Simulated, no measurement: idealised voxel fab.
Process module under the name voxel trench capacitor
In the cross-section labelled cut, the width is 260 nm and each square cell is 5 nm.
Reading order for cross-sections: top band down to bottom band. Underlying form: a grid of square cells. Band size: one or more rows of cells. Heads up on the band format: heights come first, top then bottom, in nm. After that it's the materials left to right, each with its width in nm. A single material flagged "edge to edge" fills the whole band edge to edge, and "air" means there's empty space there. Height datum 0, below which the as-received substrate wafer is one material. Lowest band open at the bottom, running downward: "0 nm and below". With a width like "30->40", each row of cells in the band differs from the next by the same amount, the top row carrying the first number and the bottom row the second. Where the words "nothing different" appear for a step, the cross-section shows no cell changed by that step; every cell remained as before. "Completely sealed voids" lists enclosed empty spaces (at least 8 cells, no open path upward to the top), each as width x height at distance from the left edge, in nm. Formally, on a step line, whatever follows the settings is a remark that the simulator itself makes on the step. overlay nm: mask offset rightward from planned place, masked step; negative means leftward offset.

[This section lists the process steps that were planned]
1,RECEIVE [material Si]
2,CONFORMAL_DEP [material SiN] [thk nm 10]
3,DIRECTIONAL_DEP [material aC] [thk nm 15]
4,PATTERN [tone open] [mask id TRENCH] [material resist] [width nm 30] [pitch nm 55] [thk nm 30] [overlay nm 0]
5,DIRECTIONAL_ETCH [etch materials aC] [depth nm 15]
6,STRIP [etch materials resist]
7,DIRECTIONAL_ETCH [etch materials SiN] [depth nm 10]
8,DIRECTIONAL_ETCH [etch materials Si] [depth nm 30]
9,STRIP [etch materials aC]
10,CONFORMAL_DEP [material HfO2] [thk nm 5]
11,CONFORMAL_DEP [material TiN] [thk nm 5]
12,FILL_DEP [material W] [thk nm 10]
13,CMP [height nm 10]

[The first of the two wafers, which ran as planned]

[The cross-section here shows the wafer as received, i.e. in its state after step 1]
0 nm and below  Si edge to edge
Completely sealed voids: none

[Cross-section of the wafer subsequent to step 2]
10 nm to 0 nm  SiN edge to edge
All layers under 0 are left as they were.

[Cross-section of the wafer subsequent to step 3]
25 nm to 10 nm  aC edge to edge
All layers under 10 are left as they were.

[Cross-section of the wafer subsequent to step 4]
55 nm to 25 nm  resist (30); air (30); resist (25); air (30); resist (25); air (30); resist (25); air (30); resist (35)
All layers under 25 are left as they were.

[Cross-section of the wafer subsequent to step 5]
40 nm to 25 nm  resist (30); air (30); resist (25); air (30); resist (25); air (30); resist (25); air (30); resist (35)
25 nm to 10 nm  aC (30); air (30); aC (25); air (30); aC (25); air (30); aC (25); air (30); aC (35)
All layers under 10 are left as they were.

[Cross-section of the wafer subsequent to step 6]
25 nm to 10 nm  aC (30); air (30); aC (25); air (30); aC (25); air (30); aC (25); air (30); aC (35)
All layers under 10 are left as they were.

[Cross-section of the wafer subsequent to step 7]
25 nm to 10 nm  aC (30); air (30); aC (25); air (30); aC (25); air (30); aC (25); air (30); aC (35)
10 nm to 0 nm  SiN (30); air (30); SiN (25); air (30); SiN (25); air (30); SiN (25); air (30); SiN (35)
All layers under 0 are left as they were.

[Cross-section of the wafer subsequent to step 8]
25 nm to 10 nm  aC (30); air (30); aC (25); air (30); aC (25); air (30); aC (25); air (30); aC (35)
10 nm to 0 nm  SiN (30); air (30); SiN (25); air (30); SiN (25); air (30); SiN (25); air (30); SiN (35)
0 nm to -30 nm  Si (30); air (30); Si (25); air (30); Si (25); air (30); Si (25); air (30); Si (35)
All layers under -30 are left as they were.

[Cross-section of the wafer subsequent to step 9]
10 nm to 0 nm  SiN (30); air (30); SiN (25); air (30); SiN (25); air (30); SiN (25); air (30); SiN (35)
All layers under 0 are left as they were.

[Cross-section of the wafer subsequent to step 10]
15 nm to 10 nm  HfO2 (35); air (20); HfO2 (35); air (20); HfO2 (35); air (20); HfO2 (35); air (20); HfO2 (40)
10 nm to 0 nm  SiN (30); HfO2 (5); air (20); HfO2 (5); SiN (25); HfO2 (5); air (20); HfO2 (5); SiN (25); HfO2 (5); air (20); HfO2 (5); SiN (25); HfO2 (5); air (20); HfO2 (5); SiN (35)
0 nm to -25 nm  Si (30); HfO2 (5); air (20); HfO2 (5); Si (25); HfO2 (5); air (20); HfO2 (5); Si (25); HfO2 (5); air (20); HfO2 (5); Si (25); HfO2 (5); air (20); HfO2 (5); Si (35)
-25 nm to -30 nm  Si (30); HfO2 (30); Si (25); HfO2 (30); Si (25); HfO2 (30); Si (25); HfO2 (30); Si (35)
All layers under -30 are left as they were.

[Cross-section of the wafer subsequent to step 11]
20 nm to 15 nm  TiN (40); air (10); TiN (45); air (10); TiN (45); air (10); TiN (45); air (10); TiN (45)
15 nm to 10 nm  HfO2 (35); TiN (5); air (10); TiN (5); HfO2 (35); TiN (5); air (10); TiN (5); HfO2 (35); TiN (5); air (10); TiN (5); HfO2 (35); TiN (5); air (10); TiN (5); HfO2 (40)
10 nm to 0 nm  SiN (30); HfO2 (5); TiN (5); air (10); TiN (5); HfO2 (5); SiN (25); HfO2 (5); TiN (5); air (10); TiN (5); HfO2 (5); SiN (25); HfO2 (5); TiN (5); air (10); TiN (5); HfO2 (5); SiN (25); HfO2 (5); TiN (5); air (10); TiN (5); HfO2 (5); SiN (35)
0 nm to -20 nm  Si (30); HfO2 (5); TiN (5); air (10); TiN (5); HfO2 (5); Si (25); HfO2 (5); TiN (5); air (10); TiN (5); HfO2 (5); Si (25); HfO2 (5); TiN (5); air (10); TiN (5); HfO2 (5); Si (25); HfO2 (5); TiN (5); air (10); TiN (5); HfO2 (5); Si (35)
-20 nm to -25 nm  Si (30); HfO2 (5); TiN (20); HfO2 (5); Si (25); HfO2 (5); TiN (20); HfO2 (5); Si (25); HfO2 (5); TiN (20); HfO2 (5); Si (25); HfO2 (5); TiN (20); HfO2 (5); Si (35)
All layers under -25 are left as they were.

[Cross-section of the wafer subsequent to step 12]
30 nm to 20 nm  W edge to edge
20 nm to 15 nm  TiN (40); W (10); TiN (45); W (10); TiN (45); W (10); TiN (45); W (10); TiN (45)
15 nm to 10 nm  HfO2 (35); TiN (5); W (10); TiN (5); HfO2 (35); TiN (5); W (10); TiN (5); HfO2 (35); TiN (5); W (10); TiN (5); HfO2 (35); TiN (5); W (10); TiN (5); HfO2 (40)
10 nm to 0 nm  SiN (30); HfO2 (5); TiN (5); W (10); TiN (5); HfO2 (5); SiN (25); HfO2 (5); TiN (5); W (10); TiN (5); HfO2 (5); SiN (25); HfO2 (5); TiN (5); W (10); TiN (5); HfO2 (5); SiN (25); HfO2 (5); TiN (5); W (10); TiN (5); HfO2 (5); SiN (35)
0 nm to -20 nm  Si (30); HfO2 (5); TiN (5); W (10); TiN (5); HfO2 (5); Si (25); HfO2 (5); TiN (5); W (10); TiN (5); HfO2 (5); Si (25); HfO2 (5); TiN (5); W (10); TiN (5); HfO2 (5); Si (25); HfO2 (5); TiN (5); W (10); TiN (5); HfO2 (5); Si (35)
All layers under -20 are left as they were.

[Cross-section of the wafer subsequent to step 13]
10 nm to 0 nm  SiN (30); HfO2 (5); TiN (5); W (10); TiN (5); HfO2 (5); SiN (25); HfO2 (5); TiN (5); W (10); TiN (5); HfO2 (5); SiN (25); HfO2 (5); TiN (5); W (10); TiN (5); HfO2 (5); SiN (25); HfO2 (5); TiN (5); W (10); TiN (5); HfO2 (5); SiN (35)
All layers under 0 are left as they were.

[Okay, second wafer. Nothing different at the start, nothing different in the plan, just one mistake somewhere in the running. As far as step 3, counting that step, it's the first wafer all over again]

[At the planned end of step 4, the second wafer in cross-section]
55 nm to 25 nm  resist (35); air (20); resist (35); air (20); resist (35); air (20); resist (35); air (20); resist (40)
All layers under 25 are left as they were.

[At the planned end of step 5, the second wafer in cross-section]
40 nm to 25 nm  resist (35); air (20); resist (35); air (20); resist (35); air (20); resist (35); air (20); resist (40)
25 nm to 10 nm  aC (35); air (20); aC (35); air (20); aC (35); air (20); aC (35); air (20); aC (40)
All layers under 10 are left as they were.

[At the planned end of step 6, the second wafer in cross-section]
25 nm to 10 nm  aC (35); air (20); aC (35); air (20); aC (35); air (20); aC (35); air (20); aC (40)
All layers under 10 are left as they were.

[At the planned end of step 7, the second wafer in cross-section]
25 nm to 10 nm  aC (35); air (20); aC (35); air (20); aC (35); air (20); aC (35); air (20); aC (40)
10 nm to 0 nm  SiN (35); air (20); SiN (35); air (20); SiN (35); air (20); SiN (35); air (20); SiN (40)
All layers under 0 are left as they were.

[At the planned end of step 8, the second wafer in cross-section]
25 nm to 10 nm  aC (35); air (20); aC (35); air (20); aC (35); air (20); aC (35); air (20); aC (40)
10 nm to 0 nm  SiN (35); air (20); SiN (35); air (20); SiN (35); air (20); SiN (35); air (20); SiN (40)
0 nm to -30 nm  Si (35); air (20); Si (35); air (20); Si (35); air (20); Si (35); air (20); Si (40)
All layers under -30 are left as they were.

[At the planned end of step 9, the second wafer in cross-section]
10 nm to 0 nm  SiN (35); air (20); SiN (35); air (20); SiN (35); air (20); SiN (35); air (20); SiN (40)
All layers under 0 are left as they were.

[At the planned end of step 10, the second wafer in cross-section]
15 nm to 10 nm  HfO2 (40); air (10); HfO2 (45); air (10); HfO2 (45); air (10); HfO2 (45); air (10); HfO2 (45)
10 nm to 0 nm  SiN (35); HfO2 (5); air (10); HfO2 (5); SiN (35); HfO2 (5); air (10); HfO2 (5); SiN (35); HfO2 (5); air (10); HfO2 (5); SiN (35); HfO2 (5); air (10); HfO2 (5); SiN (40)
0 nm to -25 nm  Si (35); HfO2 (5); air (10); HfO2 (5); Si (35); HfO2 (5); air (10); HfO2 (5); Si (35); HfO2 (5); air (10); HfO2 (5); Si (35); HfO2 (5); air (10); HfO2 (5); Si (40)
-25 nm to -30 nm  Si (35); HfO2 (20); Si (35); HfO2 (20); Si (35); HfO2 (20); Si (35); HfO2 (20); Si (40)
All layers under -30 are left as they were.

[At the planned end of step 11, the second wafer in cross-section]
20 nm to 15 nm  TiN edge to edge
15 nm to 10 nm  HfO2 (40); TiN (10); HfO2 (45); TiN (10); HfO2 (45); TiN (10); HfO2 (45); TiN (10); HfO2 (45)
10 nm to 0 nm  SiN (35); HfO2 (5); TiN (10); HfO2 (5); SiN (35); HfO2 (5); TiN (10); HfO2 (5); SiN (35); HfO2 (5); TiN (10); HfO2 (5); SiN (35); HfO2 (5); TiN (10); HfO2 (5); SiN (40)
0 nm to -25 nm  Si (35); HfO2 (5); TiN (10); HfO2 (5); Si (35); HfO2 (5); TiN (10); HfO2 (5); Si (35); HfO2 (5); TiN (10); HfO2 (5); Si (35); HfO2 (5); TiN (10); HfO2 (5); Si (40)
All layers under -25 are left as they were.

[At the planned end of step 12, the second wafer in cross-section]
30 nm to 20 nm  W edge to edge
All layers under 20 are left as they were.

[At the planned end of step 13, the second wafer in cross-section]
10 nm to 0 nm  SiN (35); HfO2 (5); TiN (10); HfO2 (5); SiN (35); HfO2 (5); TiN (10); HfO2 (5); SiN (35); HfO2 (5); TiN (10); HfO2 (5); SiN (35); HfO2 (5); TiN (10); HfO2 (5); SiN (40)
All layers under 0 are left as they were.
Short version of what went wrong: step 4 did not happen as planned, as run it was PATTERN [tone open] [mask id TRENCH] [material resist] [width nm 20] [pitch nm 55] [thk nm 30] [overlay nm 0]
Heads up, by the end the second wafer has more or fewer cells of some materials compared to the first: 8 fewer of HfO2, 48 more of Si, 16 more of SiN, 8 fewer of TiN, 48 fewer of W
